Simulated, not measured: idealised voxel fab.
Presented below is a process module, voxel self aligned vias.
Each square cell in cross-section cut measures 5 nm, and the section as a whole is 245 nm wide.
Cross-section layout: square cells on a grid; listed as bands, top to bottom; a band spans one or more cell rows.
Heights first: top, then bottom, in nm. Then materials, left to right, each with a width in nm. "edge to edge" on a single material: fills the band edge to edge. "air": empty space.
The level at which height equals 0 is the one under which the wafer, as it arrives, is entirely one material. No lower edge exists for the bottom band, which continues downward and is notated as in "0..down".
The expression "30..40" gives the width at the extremes of the band, the first number at its top row of cells and the second at its bottom row, with the width changing by equal amounts from each row to the next in between.
"same as before" means the step left every cell of the cross-section as it was.
The entry titled "Closed void register" provides the empty spaces that have no open way to the top, restricted to those of 8 cells or more. Each is presented as width x height at distance, the distance being measured from the left edge, with all three in nm.
The remark found on a step's line after its settings is issued by the simulator itself and pertains to that step.
On any step carrying a mask, the "overlay nm" setting, if present on the step's line, tells how far right of its planned place the mask lay; negative values point to the left.

STEPS IN THE PROCESS PLAN
1: RECEIVE | material Si
2: CONFORMAL_DEP | material SiO2 | thk nm 15
3: CONFORMAL_DEP | material SiCN | thk nm 5
4: DIRECTIONAL_DEP | material SiO2 | thk nm 20
5: MASKED_ETCH | tone open | mask id LINES | width nm 25 | pitch nm 60 | etch materials SiO2 | depth nm 20 | overlay nm 0
6: CONFORMAL_DEP | material TiN | thk nm 5
7: FILL_DEP | material W | thk nm 10
8: CMP | height nm 40
9: SELECTIVE_ETCH | etch materials W Ru TiN | depth nm 10
10: FILL_DEP | material SiN | thk nm 5
11: CMP | height nm 40
12: DIRECTIONAL_DEP | material SiO2 | thk nm 15
13: MASKED_ETCH | tone open | mask id VIAS | width nm 45 | pitch nm 60 | etch materials SiO2 | depth nm 15 | overlay nm 0
14: MASKED_ETCH | tone open | mask id VIAS | width nm 45 | pitch nm 60 | etch materials SiN | depth nm 10 | overlay nm 0
15: CONFORMAL_DEP | material TiN | thk nm 5
16: FILL_DEP | material Cu | thk nm 10
17: CMP | height nm 55
18: CONFORMAL_DEP | material SiCN | thk nm 5

FIRST OF TWO WAFERS, PROCESSED ACCORDING TO PLAN

CROSS-SECTION, INCOMING MATERIAL, AFTER STEP 1
* 0..down  Si edge to edge
* Closed void register: none

SO THIS IS THE WAFER CROSS-SECTION RIGHT AFTER STEP 2
* 15..0  SiO2 edge to edge
* Under 0: no change, same as before.

SO THIS IS THE WAFER CROSS-SECTION RIGHT AFTER STEP 3
* 20..15  SiCN edge to edge
* Under 15: no change, same as before.

SO THIS IS THE WAFER CROSS-SECTION RIGHT AFTER STEP 4
* 40..20  SiO2 edge to edge
* Under 20: no change, same as before.

SO THIS IS THE WAFER CROSS-SECTION RIGHT AFTER STEP 5
* 40..20  SiO2 80 nm | air 25 nm | SiO2 35 nm | air 25 nm | SiO2 80 nm
* Under 20: no change, same as before.

SO THIS IS THE WAFER CROSS-SECTION RIGHT AFTER STEP 6
* 45..40  TiN 85 nm | air 15 nm | TiN 45 nm | air 15 nm | TiN 85 nm
* 40..25  SiO2 80 nm | TiN 5 nm | air 15 nm | TiN 5 nm | SiO2 35 nm | TiN 5 nm | air 15 nm | TiN 5 nm | SiO2 80 nm
* 25..20  SiO2 80 nm | TiN 25 nm | SiO2 35 nm | TiN 25 nm | SiO2 80 nm
* Under 20: no change, same as before.

SO THIS IS THE WAFER CROSS-SECTION RIGHT AFTER STEP 7
* 55..45  W edge to edge
* 45..40  TiN 85 nm | W 15 nm | TiN 45 nm | W 15 nm | TiN 85 nm
* 40..25  SiO2 80 nm | TiN 5 nm | W 15 nm | TiN 5 nm | SiO2 35 nm | TiN 5 nm | W 15 nm | TiN 5 nm | SiO2 80 nm
* Under 25: no change, same as before.

SO THIS IS THE WAFER CROSS-SECTION RIGHT AFTER STEP 8
* 40..25  SiO2 80 nm | TiN 5 nm | W 15 nm | TiN 5 nm | SiO2 35 nm | TiN 5 nm | W 15 nm | TiN 5 nm | SiO2 80 nm
* Under 25: no change, same as before.

SO THIS IS THE WAFER CROSS-SECTION RIGHT AFTER STEP 9
* 40..30  SiO2 80 nm | air 25 nm | SiO2 35 nm | air 25 nm | SiO2 80 nm
* Under 30: no change, same as before.

SO THIS IS THE WAFER CROSS-SECTION RIGHT AFTER STEP 10
* 45..40  SiN edge to edge
* 40..30  SiO2 80 nm | SiN 25 nm | SiO2 35 nm | SiN 25 nm | SiO2 80 nm
* Under 30: no change, same as before.

SO THIS IS THE WAFER CROSS-SECTION RIGHT AFTER STEP 11
* 40..30  SiO2 80 nm | SiN 25 nm | SiO2 35 nm | SiN 25 nm | SiO2 80 nm
* Under 30: no change, same as before.

SO THIS IS THE WAFER CROSS-SECTION RIGHT AFTER STEP 12
* 55..40  SiO2 edge to edge
* Under 40: no change, same as before.

SO THIS IS THE WAFER CROSS-SECTION RIGHT AFTER STEP 13
* 55..40  SiO2 70 nm | air 45 nm | SiO2 15 nm | air 45 nm | SiO2 70 nm
* Under 40: no change, same as before.

SO THIS IS THE WAFER CROSS-SECTION RIGHT AFTER STEP 14
* 55..40  SiO2 70 nm | air 45 nm | SiO2 15 nm | air 45 nm | SiO2 70 nm
* 40..30  SiO2 80 nm | air 25 nm | SiO2 35 nm | air 25 nm | SiO2 80 nm
* Under 30: no change, same as before.

SO THIS IS THE WAFER CROSS-SECTION RIGHT AFTER STEP 15
* 60..55  TiN 75 nm | air 35 nm | TiN 25 nm | air 35 nm | TiN 75 nm
* 55..45  SiO2 70 nm | TiN 5 nm | air 35 nm | TiN 5 nm | SiO2 15 nm | TiN 5 nm | air 35 nm | TiN 5 nm | SiO2 70 nm
* 45..35  SiO2 70..80 nm | TiN 15..5 nm | air 15 nm | TiN 15..5 nm | SiO2 15..35 nm | TiN 15..5 nm | air 15 nm | TiN 15..5 nm | SiO2 70..80 nm
* 35..30  SiO2 80 nm | TiN 25 nm | SiO2 35 nm | TiN 25 nm | SiO2 80 nm
* Under 30: no change, same as before.

SO THIS IS THE WAFER CROSS-SECTION RIGHT AFTER STEP 16
* 70..60  Cu edge to edge
* 60..55  TiN 75 nm | Cu 35 nm | TiN 25 nm | Cu 35 nm | TiN 75 nm
* 55..45  SiO2 70 nm | TiN 5 nm | Cu 35 nm | TiN 5 nm | SiO2 15 nm | TiN 5 nm | Cu 35 nm | TiN 5 nm | SiO2 70 nm
* 45..35  SiO2 70..80 nm | TiN 15..5 nm | Cu 15 nm | TiN 15..5 nm | SiO2 15..35 nm | TiN 15..5 nm | Cu 15 nm | TiN 15..5 nm | SiO2 70..80 nm
* Under 35: no change, same as before.

SO THIS IS THE WAFER CROSS-SECTION RIGHT AFTER STEP 17
* 55..45  SiO2 70 nm | TiN 5 nm | Cu 35 nm | TiN 5 nm | SiO2 15 nm | TiN 5 nm | Cu 35 nm | TiN 5 nm | SiO2 70 nm
* Under 45: no change, same as before.

SO THIS IS THE WAFER CROSS-SECTION RIGHT AFTER STEP 18
* 60..55  SiCN edge to edge
* Under 55: no change, same as before.

SECOND OF TWO: SAME START, SAME PLAN, ONE RUN ERROR; STEPS UP TO AND INCLUDING 12 MATCH THE FIRST

PLANNED END OF STEP 13: SECOND WAFER, CROSS-SECTION
* 55..40  SiO2 70 nm | air 45 nm | SiO2 15 nm | air 45 nm | SiO2 70 nm
* 40..30  SiO2 70 nm | air 10 nm | SiN 25 nm | air 10 nm | SiO2 15 nm | air 10 nm | SiN 25 nm | air 10 nm | SiO2 70 nm
* 30..25  SiO2 70 nm | air 10 nm | TiN 5 nm | W 15 nm | TiN 5 nm | air 10 nm | SiO2 15 nm | air 10 nm | TiN 5 nm | W 15 nm | TiN 5 nm | air 10 nm | SiO2 70 nm
* Under 25: no change, same as before.

PLANNED END OF STEP 14: SECOND WAFER, CROSS-SECTION
* 55..30  SiO2 70 nm | air 45 nm | SiO2 15 nm | air 45 nm | SiO2 70 nm
* Under 30: no change, same as before.

PLANNED END OF STEP 15: SECOND WAFER, CROSS-SECTION
* 60..55  TiN 75 nm | air 35 nm | TiN 25 nm | air 35 nm | TiN 75 nm
* 55..35  SiO2 70 nm | TiN 5 nm | air 35 nm | TiN 5 nm | SiO2 15 nm | TiN 5 nm | air 35 nm | TiN 5 nm | SiO2 70 nm
* 35..30  SiO2 70 nm | TiN 45 nm | SiO2 15 nm | TiN 45 nm | SiO2 70 nm
* 30..25  SiO2 70 nm | TiN 15 nm | W 15 nm | TiN 15 nm | SiO2 15 nm | TiN 15 nm | W 15 nm | TiN 15 nm | SiO2 70 nm
* Under 25: no change, same as before.

PLANNED END OF STEP 16: SECOND WAFER, CROSS-SECTION
* 70..60  Cu edge to edge
* 60..55  TiN 75 nm | Cu 35 nm | TiN 25 nm | Cu 35 nm | TiN 75 nm
* 55..35  SiO2 70 nm | TiN 5 nm | Cu 35 nm | TiN 5 nm | SiO2 15 nm | TiN 5 nm | Cu 35 nm | TiN 5 nm | SiO2 70 nm
* Under 35: no change, same as before.

PLANNED END OF STEP 17: SECOND WAFER, CROSS-SECTION
* 55..35  SiO2 70 nm | TiN 5 nm | Cu 35 nm | TiN 5 nm | SiO2 15 nm | TiN 5 nm | Cu 35 nm | TiN 5 nm | SiO2 70 nm
* Under 35: no change, same as before.

PLANNED END OF STEP 18: SECOND WAFER, CROSS-SECTION
* 60..55  SiCN edge to edge
* Under 55: no change, same as before.
Short version of what went wrong: plan step 13 was twice executed
at the end the second wafer has, in cells: Cu +16; SiO2 -24; TiN +8
